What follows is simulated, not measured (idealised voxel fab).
Module name: voxel plated lines (process module)
The width of the displayed cross-section, cut, is 190 nm; its cells are square, with a size of 5 nm.
In what follows, cross-sections appear as grids of square cells, described through bands that run from the top down, where every band is one or more rows of cells.
Top, bottom (nm), then materials left to right with widths (nm); lone material tagged "edge to edge" fills the whole band edge to edge; "air" = empty space.
Where do heights start? At 0: under that level the wafer as delivered is made of one material only. And the lowest band has no floor; it just carries on downward, as in "top 0, no bottom".
Width: "30->40" (first number = top row, second number = bottom row, same change from row to row of cells).
"everything unchanged" for a step: no cell of the cross-section changed in that step.
In "Enclosed internal voids" the enclosed voids are listed, meaning empty spaces of 8 cells or larger without any opening to the top. The form is width x height at distance, distance from the left edge, units nm.
Step line, after settings: the simulator's comment on this step.
When a step includes a mask, the "overlay nm" setting on its line states how far to the right of its planned place that mask lay, and negative values state how far to the left.
[Steps planned for the process]
1. RECEIVE [material Si]
2. CONFORMAL_DEP [material Al2O3] [thk nm 5]
3. DIRECTIONAL_DEP [material TiN] [thk nm 5]
4. PATTERN [tone open] [mask id LINES] [material resist] [width nm 20] [pitch nm 35] [thk nm 15] [overlay nm 0]
5. EPI [material Ru] [thk nm 5]
6. STRIP [etch materials resist]
7. DIRECTIONAL_ETCH [etch materials TiN] [depth nm 5]
8. CONFORMAL_DEP [material SiN] [thk nm 10]
[Cross-section: wafer on arrival = after step 1]
	top 0, no bottom: Si edge to edge
	Enclosed internal voids: none
[First of two wafers at the end of the module, shown in cross-section; run carried out as planned]
	top 25, bottom 15: air: 20 | SiN: 145 | air: 25
	top 15, bottom 10: SiN: 30 | Ru: 20 | SiN: 15 | Ru: 20 | SiN: 15 | Ru: 20 | SiN: 15 | Ru: 20 | SiN: 35
	top 10, bottom 5: SiN: 30 | TiN: 20 | SiN: 15 | TiN: 20 | SiN: 15 | TiN: 20 | SiN: 15 | TiN: 20 | SiN: 35
	top 5, bottom 0: Al2O3 edge to edge
	top 0, no bottom: Si edge to edge
	Enclosed internal voids: none
[This cross-section belongs to the second wafer of two at the end of the module; the start and the plan were shared with the first, and the run included one mistake]
	top 25, bottom 20: air: 20 | SiN: 145 | air: 25
	top 20, bottom 15: SiN edge to edge
	top 15, bottom 10: SiN: 30 | Ru: 20 | SiN: 15 | Ru: 20 | SiN: 15 | Ru: 20 | SiN: 15 | Ru: 20 | SiN: 35
	top 10, bottom 5: Ru edge to edge
	top 5, bottom 0: Al2O3 edge to edge
	top 0, no bottom: Si edge to edge
	Enclosed internal voids: none
What was the processing mistake? planned and actual differ for step 3; actual: DIRECTIONAL_DEP [material Ru] [thk nm 5]
Cell-count delta at end, second wafer over first, by material: +38 Ru; -13 SiN; -16 TiN
